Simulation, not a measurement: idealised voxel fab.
process module | voxel self aligned contacts
cross-section cut | 160 nm wide | cells 5 nm
A cross-section is a grid of square cells, given in bands from the top down. A band is one or more rows of cells.
Each band's line starts with the height of the band's top and of its bottom, in nm. Then come its materials from left to right, each with its width in nm. One material with "throughout" fills the band from edge to edge. "air" is empty space.
Height 0 is the level under which the wafer as received is all one material. The lowest band goes on downwards, as in "0 down".
A width such as "30 to 40" changes by the same amount from each row of cells to the next, from the band's top row to its bottom row.
"no change" after a step means that no cell of the cross-section changed.
closed voids: empty space of 8 cells or more with no open way to the top, each as width x height at its distance from the left edge, in nm
after a step's settings: what the simulator itself notes on the step
overlay nm, on a step with a mask: how far to the right of its planned place the mask lay; to the left if negative
plan
1 op RECEIVE | material Si
2 op CONFORMAL_DEP | material SiO2 | thk nm 5
3 op DIRECTIONAL_DEP | material polySi | thk nm 20
4 op DIRECTIONAL_DEP | material SiN | thk nm 15
5 op DIRECTIONAL_DEP | material aC | thk nm 15
6 op PATTERN | tone cover | mask id GATE | material resist | width nm 30 | pitch nm 65 | thk nm 30 | overlay nm 0
7 op DIRECTIONAL_ETCH | etch materials aC | depth nm 15
8 op STRIP | etch materials resist
9 op DIRECTIONAL_ETCH | etch materials SiN | depth nm 15
10 op DIRECTIONAL_ETCH | etch materials polySi | depth nm 20
11 op STRIP | etch materials aC
12 op CONFORMAL_DEP | material SiN | thk nm 5
13 op DIRECTIONAL_ETCH | etch materials SiN | depth nm 5
14 op FILL_DEP | material SiO2 | thk nm 15
15 op CMP | height nm 45
16 op DIRECTIONAL_DEP | material aC | thk nm 15
17 op PATTERN | tone open | mask id CONTACT | material resist | width nm 45 | thk nm 30 | overlay nm 0
18 op DIRECTIONAL_ETCH | etch materials aC | depth nm 15
19 op STRIP | etch materials resist
20 op DIRECTIONAL_ETCH | etch materials SiO2 | depth nm 45
21 op STRIP | etch materials aC
22 op CONFORMAL_DEP | material TiN | thk nm 5
23 op FILL_DEP | material W | thk nm 10
24 op CMP | height nm 45
25 op CONFORMAL_DEP | material SiCN | thk nm 5
as received, after step 1
  0 down: Si throughout
  closed voids: none
a wafer at the end: this start, this plan, one mistake
  50 to 45: SiCN throughout
  45 to 40: SiO2 55 | TiN 45 | SiO2 60
  40 to 25: SiN 35 | SiO2 20 | SiN 45 | SiO2 20 | SiN 40
  25 to 5: polySi 30 | SiN 5 | SiO2 20 | SiN 5 | polySi 35 | SiN 5 | SiO2 20 | SiN 5 | polySi 35
  5 to 0: SiO2 throughout
  0 down: Si throughout
  closed voids: none
what went wrong: step 6 ran as: op PATTERN | tone open | mask id GATE | material resist | width nm 30 | pitch nm 65 | thk nm 30 | overlay nm 0
